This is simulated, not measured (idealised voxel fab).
process module | voxel self aligned contacts
cross-section cut | 170 nm wide | cells 5 nm
A cross-section is a grid of square cells, given in bands from the top down. A band is one or more rows of cells.
Each band's line starts with the height of the band's top and of its bottom, in nm. Then come its materials from left to right, each with its width in nm. One material with "throughout" fills the band from edge to edge. "air" is empty space.
Height 0 is the level under which the wafer as received is all one material. The lowest band goes on downwards, as in "0 down".
A width such as "30 to 40" changes by the same amount from each row of cells to the next, from the band's top row to its bottom row.
"no change" after a step means that no cell of the cross-section changed.
closed voids: empty space of 8 cells or more with no open way to the top, each as width x height at its distance from the left edge, in nm
after a step's settings: what the simulator itself notes on the step
overlay nm, on a step with a mask: how far to the right of its planned place the mask lay; to the left if negative
plan
1 op RECEIVE | material Si
2 op CONFORMAL_DEP | material SiO2 | thk nm 5
3 op DIRECTIONAL_DEP | material polySi | thk nm 30
4 op DIRECTIONAL_DEP | material SiN | thk nm 25
5 op MASKED_ETCH | tone cover | mask id GATE | width nm 30 | pitch nm 70 | etch materials SiN | depth nm 25 | overlay nm 0
6 op MASKED_ETCH | tone cover | mask id GATE | width nm 30 | pitch nm 70 | etch materials polySi | depth nm 30 | overlay nm 0
7 op CONFORMAL_DEP | material SiN | thk nm 10
8 op DIRECTIONAL_ETCH | etch materials SiN | depth nm 10
9 op FILL_DEP | material SiO2 | thk nm 10
10 op CMP | height nm 65
11 op DIRECTIONAL_DEP | material aC | thk nm 15
12 op PATTERN | tone open | mask id CONTACT | material resist | width nm 50 | thk nm 35 | overlay nm 0
13 op DIRECTIONAL_ETCH | etch materials aC | depth nm 15
14 op STRIP | etch materials resist
15 op DIRECTIONAL_ETCH | etch materials SiO2 | depth nm 65
16 op STRIP | etch materials aC
17 op CONFORMAL_DEP | material TiN | thk nm 5
18 op FILL_DEP | material W | thk nm 5
19 op CMP | height nm 65
20 op CONFORMAL_DEP | material SiN | thk nm 5
as received, after step 1
  0 down: Si throughout
  closed voids: none
a wafer at the end: this start, this plan, one mistake
  70 to 65: SiN throughout
  65 to 60: SiO2 25 | SiN 50 | TiN 20 | SiN 50 | SiO2 25
  60 to 35: SiN throughout
  35 to 5: polySi throughout
  5 to 0: SiO2 throughout
  0 down: Si throughout
  closed voids: none
what went wrong: step 4 was run twice
